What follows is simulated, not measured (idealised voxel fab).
You're looking at the process module voxel spacer lines.
Section cut is 290 nm wide and gridded with 5 nm square cells.
In what follows, cross-sections appear as grids of square cells, described through bands that run from the top down, where every band is one or more rows of cells. Heads up on the band format: heights come first, top then bottom, in nm. After that it's the materials left to right, each with its width in nm. A single material flagged "everywhere" fills the whole band edge to edge, and "blank" means there's empty space there. For the purposes of this specification, 0 denotes the height below which the wafer in its as-received condition is composed wholly of one material, and the lowermost band, lacking a lower limit, extends downward without end, as expressed in "0 nm and below". The two numbers in a width such as "30 to 40" mark its ends across the band: the first belongs to the top row of cells, the second to the bottom row, and from each row to the next the width moves by the same amount. Given "no modification" for a step, no cell of the cross-section differs between before and after that step. So "Sealed void listing" is basically the list of trapped voids: any empty space of 8 cells or more that can't reach the top through an opening. They're written width x height at distance, the distance being from the left edge, and it's all nm. It should be noted that, on the line of a given step, the content following the step's settings is a remark produced by the simulator itself with respect to that step. overlay nm, on a step with a mask: how far to the right of its planned place the mask lay; to the left if negative.
Set out below are the planned steps of the process
- 1: op RECEIVE | material Si
- 2: op CONFORMAL_DEP | material Al2O3 | thk nm 10
- 3: op DIRECTIONAL_DEP | material W | thk nm 15
- 4: op DIRECTIONAL_DEP | material aC | thk nm 25
- 5: op PATTERN | tone cover | mask id MANDREL | material resist | width nm 25 | pitch nm 80 | thk nm 30 | overlay nm 0
- 6: op DIRECTIONAL_ETCH | etch materials aC | depth nm 25
- 7: op STRIP | etch materials resist
- 8: op CONFORMAL_DEP | material SiN | thk nm 15
- 9: op DIRECTIONAL_ETCH | etch materials SiN | depth nm 15
- 10: op STRIP | etch materials aC
- 11: op DIRECTIONAL_ETCH | etch materials W | depth nm 15
- 12: op STRIP | etch materials SiN
Cross-section: wafer on arrival = after step 1
> 0 nm and below  Si everywhere
> Sealed void listing: none
Same starting wafer, same plan as above, one mistake in the execution; this is the cross-section at the end of the module
> 40 nm to 25 nm  75 of blank, then 15 of W, then 25 of blank, then 15 of W, then 25 of blank, then 15 of W, then 25 of blank, then 15 of W, then 80 of blank
> 25 nm to 10 nm  W everywhere
> 10 nm to 0 nm  Al2O3 everywhere
> 0 nm and below  Si everywhere
> Sealed void listing: none
What went wrong in running the wafer? step 3 in the plan was executed twice
